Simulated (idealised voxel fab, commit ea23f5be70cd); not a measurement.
process module | voxel capacitor over wiring
cross-section cut | 280 nm wide | cells 5 nm
A cross-section is a grid of square cells, given in bands from the top down. A band is one or more rows of cells.
Each band's line starts with the height of the band's top and of its bottom, in nm. Then come its materials from left to right, each with its width in nm. One material with "throughout" fills the band from edge to edge. "air" is empty space.
Height 0 is the level under which the wafer as received is all one material. The lowest band goes on downwards, as in "0 down".
A width such as "30 to 40" changes by the same amount from each row of cells to the next, from the band's top row to its bottom row.
"no change" after a step means that no cell of the cross-section changed.
closed voids: empty space of 8 cells or more with no open way to the top, each as width x height at its distance from the left edge, in nm
after a step's settings: what the simulator itself notes on the step
overlay nm, on a step with a mask: how far to the right of its planned place the mask lay; to the left if negative
plan
1 op RECEIVE | material Si
2 op CONFORMAL_DEP | material SiO2 | thk nm 10
3 op CONFORMAL_DEP | material SiN | thk nm 5
4 op DIRECTIONAL_DEP | material lowk | thk nm 25
5 op PATTERN | tone open | mask id METAL_1 | material resist | width nm 30 | pitch nm 80 | thk nm 20 | overlay nm 0
6 op DIRECTIONAL_ETCH | etch materials lowk | depth nm 25
7 op DIRECTIONAL_ETCH | etch materials SiN | depth nm 5
8 op STRIP | etch materials resist
9 op CONFORMAL_DEP | material TiN | thk nm 5
10 op FILL_DEP | material Cu | thk nm 10
11 op CMP | height nm 40
12 op CONFORMAL_DEP | material SiCN | thk nm 5
13 op DIRECTIONAL_DEP | material lowk | thk nm 20
14 op DIRECTIONAL_DEP | material aC | thk nm 15
15 op PATTERN | tone open | mask id PLUG_1 | material resist | width nm 15 | thk nm 35 | overlay nm 0
16 op DIRECTIONAL_ETCH | etch materials aC | depth nm 15
17 op STRIP | etch materials resist
18 op DIRECTIONAL_ETCH | etch materials lowk | depth nm 20
19 op DIRECTIONAL_ETCH | etch materials SiCN | depth nm 5
20 op STRIP | etch materials aC
21 op CONFORMAL_DEP | material TiN | thk nm 5
22 op FILL_DEP | material Ru | thk nm 10
23 op CMP | height nm 65
24 op DIRECTIONAL_DEP | material TiN | thk nm 10
25 op DIRECTIONAL_DEP | material HfO2 | thk nm 5
26 op DIRECTIONAL_DEP | material TiN | thk nm 5
27 op PATTERN | tone cover | mask id UPPER_PLATE | material resist | width nm 55 | thk nm 15 | overlay nm 0
28 op DIRECTIONAL_ETCH | etch materials TiN | depth nm 5
29 op DIRECTIONAL_ETCH | etch materials HfO2 | depth nm 5
30 op STRIP | etch materials resist
31 op PATTERN | tone cover | mask id LOWER_PLATE | material resist | width nm 65 | thk nm 15 | overlay nm 0
32 op DIRECTIONAL_ETCH | etch materials TiN | depth nm 10
33 op STRIP | etch materials resist
34 op FILL_DEP | material SiO2 | thk nm 20
35 op CMP | height nm 100
36 op PATTERN | tone open | mask id PLUG_2 | material resist | width nm 15 | thk nm 20 | overlay nm 0
37 op DIRECTIONAL_ETCH | etch materials SiO2 | depth nm 15
38 op STRIP | etch materials resist
39 op CONFORMAL_DEP | material TiN | thk nm 5
40 op FILL_DEP | material Ru | thk nm 10
41 op CMP | height nm 100
42 op CONFORMAL_DEP | material SiN | thk nm 5
as received, after step 1
  0 down: Si throughout
  closed voids: none
first wafer at the end, as planned
  105 to 100: SiN throughout
  100 to 90: SiO2 110 | TiN 5 | Ru 5 | TiN 5 | SiO2 155
  90 to 80: SiO2 110 to 100 | TiN 15 to 55 | SiO2 155 to 125
  80 to 75: SiO2 100 | HfO2 55 | SiO2 125
  75 to 65: SiO2 95 | TiN 65 | SiO2 120
  65 to 45: lowk 100 | TiN 5 | Ru 5 | TiN 5 | lowk 165
  45 to 40: SiCN 100 | TiN 15 | SiCN 165
  40 to 15: lowk 85 | TiN 5 | Cu 20 | TiN 5 | lowk 50 | TiN 5 | Cu 20 | TiN 5 | lowk 85
  15 to 10: SiN 85 | TiN 30 | SiN 50 | TiN 30 | SiN 85
  10 to 0: SiO2 throughout
  0 down: Si throughout
  closed voids: none
second wafer at the end: like start, like plan, one mistake
  105 to 100: SiN throughout
  100 to 90: SiO2 110 | TiN 5 | Ru 5 | TiN 5 | SiO2 155
  90 to 80: SiO2 110 to 100 | TiN 15 to 55 | SiO2 155 to 125
  80 to 75: SiO2 100 | HfO2 55 | SiO2 125
  75 to 65: SiO2 95 | TiN 65 | SiO2 120
  65 to 60: lowk 100 | TiN 5 | Ru 5 | TiN 5 | lowk 165
  60 to 55: SiCN 100 | TiN 15 | SiCN 165
  55 to 45: Cu throughout
  45 to 40: TiN 90 | Cu 20 | TiN 60 | Cu 20 | TiN 90
  40 to 15: lowk 85 | TiN 5 | Cu 20 | TiN 5 | lowk 50 | TiN 5 | Cu 20 | TiN 5 | lowk 85
  15 to 10: SiN 85 | TiN 30 | SiN 50 | TiN 30 | SiN 85
  10 to 0: SiO2 throughout
  0 down: Si throughout
  closed voids: none
what went wrong: step 11 was left out
at the end the second wafer has, in cells: 120 more of Cu | 3 fewer of Ru | 42 more of TiN | 159 fewer of lowk
